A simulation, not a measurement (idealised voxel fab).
process module | voxel wiring stack
Section shown: cut. Width: 275 nm. Cell size: 5 nm, square.
This document writes a cross-section as a grid whose cells are square, and gives it as bands, listed from the top down; one or more rows of cells form a band. Top height, bottom height, nm. Materials left to right, width each, nm. Single material + "everywhere" = fills band edge to edge. "blank" = empty. Note: height 0 marks the level under which the wafer is uniformly one material as received. Lowest band unbounded below, written "top 0, no bottom". Top row gets the first number, bottom row gets the second, and each row in between changes by the same step: that is how a band width like "30..40" works. A step reported as "remained the same" is a step in which no cell of the cross-section changed. Enclosed voids (no open way to top), threshold 8 cells or more, entry "Fully sealed cavities", notation width x height at distance, distance from left edge, nm. Step line, after settings: the simulator's comment on this step. overlay nm: right-of-plan distance of the mask on a masked step; negative values mean left-of-plan.
**The steps planned for the process are as follows**
1: RECEIVE,material Si
2: CONFORMAL_DEP,material SiO2,thk nm 10
3: DIRECTIONAL_DEP,material TiN,thk nm 5
4: DIRECTIONAL_DEP,material W,thk nm 25
5: PATTERN,tone cover,mask id METAL_1,material resist,width nm 20,pitch nm 35,thk nm 15,overlay nm 0
6: DIRECTIONAL_ETCH,etch materials W,depth nm 25
7: DIRECTIONAL_ETCH,etch materials TiN,depth nm 5
8: STRIP,etch materials resist
9: FILL_DEP,material lowk,thk nm 5
10: CMP,height nm 40
11: CONFORMAL_DEP,material SiCN,thk nm 5
12: DIRECTIONAL_DEP,material SiO2,thk nm 15
13: PATTERN,tone open,mask id PLUG_1,material resist,width nm 15,pitch nm 70,thk nm 20,overlay nm 0
14: DIRECTIONAL_ETCH,etch materials SiO2,depth nm 15
15: DIRECTIONAL_ETCH,etch materials SiCN,depth nm 5
16: STRIP,etch materials resist
17: EPI,material Ru,thk nm 10
18: EPI,material Ru,thk nm 10
19: DIRECTIONAL_DEP,material TiN,thk nm 5
20: DIRECTIONAL_DEP,material W,thk nm 25
21: DIRECTIONAL_DEP,material aC,thk nm 15
22: PATTERN,tone cover,mask id METAL_2,material resist,width nm 20,pitch nm 35,thk nm 30,overlay nm 0
23: DIRECTIONAL_ETCH,etch materials aC,depth nm 15
24: STRIP,etch materials resist
25: DIRECTIONAL_ETCH,etch materials W,depth nm 25
26: DIRECTIONAL_ETCH,etch materials TiN,depth nm 5
27: STRIP,etch materials aC
28: FILL_DEP,material lowk,thk nm 5
29: CMP,height nm 90
30: CONFORMAL_DEP,material SiCN,thk nm 5
31: DIRECTIONAL_DEP,material SiO2,thk nm 10
32: DIRECTIONAL_DEP,material aC,thk nm 10
33: PATTERN,tone open,mask id PLUG_2,material resist,width nm 15,pitch nm 70,thk nm 25,overlay nm 0
34: DIRECTIONAL_ETCH,etch materials aC,depth nm 10
35: STRIP,etch materials resist
36: DIRECTIONAL_ETCH,etch materials SiO2,depth nm 10
37: DIRECTIONAL_ETCH,etch materials SiCN,depth nm 5
38: STRIP,etch materials aC
39: CONFORMAL_DEP,material TiN,thk nm 5
40: FILL_DEP,material Ru,thk nm 5
41: CMP,height nm 105
42: CONFORMAL_DEP,material SiN,thk nm 5
43: DIRECTIONAL_DEP,material SiO2,thk nm 15
44: PATTERN,tone open,mask id METAL_3,material resist,width nm 20,pitch nm 35,thk nm 20,overlay nm 0
45: DIRECTIONAL_ETCH,etch materials SiO2,depth nm 15
46: DIRECTIONAL_ETCH,etch materials SiN,depth nm 5
47: STRIP,etch materials resist
48: CONFORMAL_DEP,material TiN,thk nm 5
49: FILL_DEP,material Cu,thk nm 10
50: CMP,height nm 125
51: EPI,material Ru,thk nm 5
52: FILL_DEP,material SiCN,thk nm 5
**Cross-section of the incoming wafer, state after step 1**
- top 0, no bottom: Si everywhere
- Fully sealed cavities: none
**Wafer cross-section at module end: first of two, run to plan**
- top 135, bottom 130: SiCN everywhere
- top 130, bottom 125: SiCN 85 | Ru 30 | SiCN 5 | Ru 30 | SiCN 5 | Ru 30 | SiCN 90
- top 125, bottom 110: SiO2 90 | TiN 5 | Cu 10 | TiN 5 | SiO2 15 | TiN 5 | Cu 10 | TiN 5 | SiO2 15 | TiN 5 | Cu 10 | TiN 5 | SiO2 95
- top 110, bottom 105: SiN 90 | TiN 20 | SiN 15 | TiN 20 | SiN 15 | TiN 20 | SiN 95
- top 105, bottom 95: SiO2 90 | TiN 5 | Ru 5 | TiN 5 | SiO2 55 | TiN 5 | Ru 5 | TiN 5 | SiO2 100
- top 95, bottom 90: SiCN 90 | TiN 15 | SiCN 55 | TiN 15 | SiCN 100
- top 90, bottom 65: lowk 90 | W 20 | lowk 15 | W 20 | lowk 15 | W 20 | lowk 95
- top 65, bottom 60: lowk 90 | TiN 20 | lowk 15 | TiN 20 | lowk 15 | TiN 20 | lowk 95
- top 60, bottom 45: SiO2 90 | Ru 15 | SiO2 55 | Ru 15 | SiO2 100
- top 45, bottom 40: SiCN 90 | Ru 15 | SiCN 55 | Ru 15 | SiCN 100
- top 40, bottom 15: lowk 90 | W 20 | lowk 15 | W 20 | lowk 15 | W 20 | lowk 95
- top 15, bottom 10: lowk 90 | TiN 20 | lowk 15 | TiN 20 | lowk 15 | TiN 20 | lowk 95
- top 10, bottom 0: SiO2 everywhere
- top 0, no bottom: Si everywhere
- Fully sealed cavities: none
**Second wafer cross-section at end of module - shared start and plan with the first, one mistake in the run**
- top 135, bottom 130: SiCN everywhere
- top 130, bottom 125: SiCN 85 | Ru 30 | SiCN 5 | Ru 30 | SiCN 5 | Ru 30 | SiCN 90
- top 125, bottom 115: SiO2 90 | TiN 5 | Cu 10 | TiN 5 | SiO2 15 | TiN 5 | Cu 10 | TiN 5 | SiO2 15 | TiN 5 | Cu 10 | TiN 5 | SiO2 95
- top 115, bottom 110: SiO2 90 | TiN 20 | SiO2 15 | TiN 20 | SiO2 15 | TiN 20 | SiO2 95
- top 110, bottom 105: lowk everywhere
- top 105, bottom 95: SiO2 90 | TiN 5 | Ru 5 | TiN 5 | SiO2 55 | TiN 5 | Ru 5 | TiN 5 | SiO2 100
- top 95, bottom 90: SiCN 90 | TiN 15 | SiCN 55 | TiN 15 | SiCN 100
- top 90, bottom 65: lowk 90 | W 20 | lowk 15 | W 20 | lowk 15 | W 20 | lowk 95
- top 65, bottom 60: lowk 90 | TiN 20 | lowk 15 | TiN 20 | lowk 15 | TiN 20 | lowk 95
- top 60, bottom 45: SiO2 90 | Ru 15 | SiO2 55 | Ru 15 | SiO2 100
- top 45, bottom 40: SiCN 90 | Ru 15 | SiCN 55 | Ru 15 | SiCN 100
- top 40, bottom 15: lowk 90 | W 20 | lowk 15 | W 20 | lowk 15 | W 20 | lowk 95
- top 15, bottom 10: lowk 90 | TiN 20 | lowk 15 | TiN 20 | lowk 15 | TiN 20 | lowk 95
- top 10, bottom 0: SiO2 everywhere
- top 0, no bottom: Si everywhere
- Fully sealed cavities: none
The plan and the run diverged here: step 42 did not use the planned setting and instead ran as CONFORMAL_DEP,material lowk,thk nm 5
Once processing is complete, comparing cell counts shows that the second wafer has more or fewer of certain materials than the first: -6 Cu; -43 SiN; -6 TiN; +55 lowk
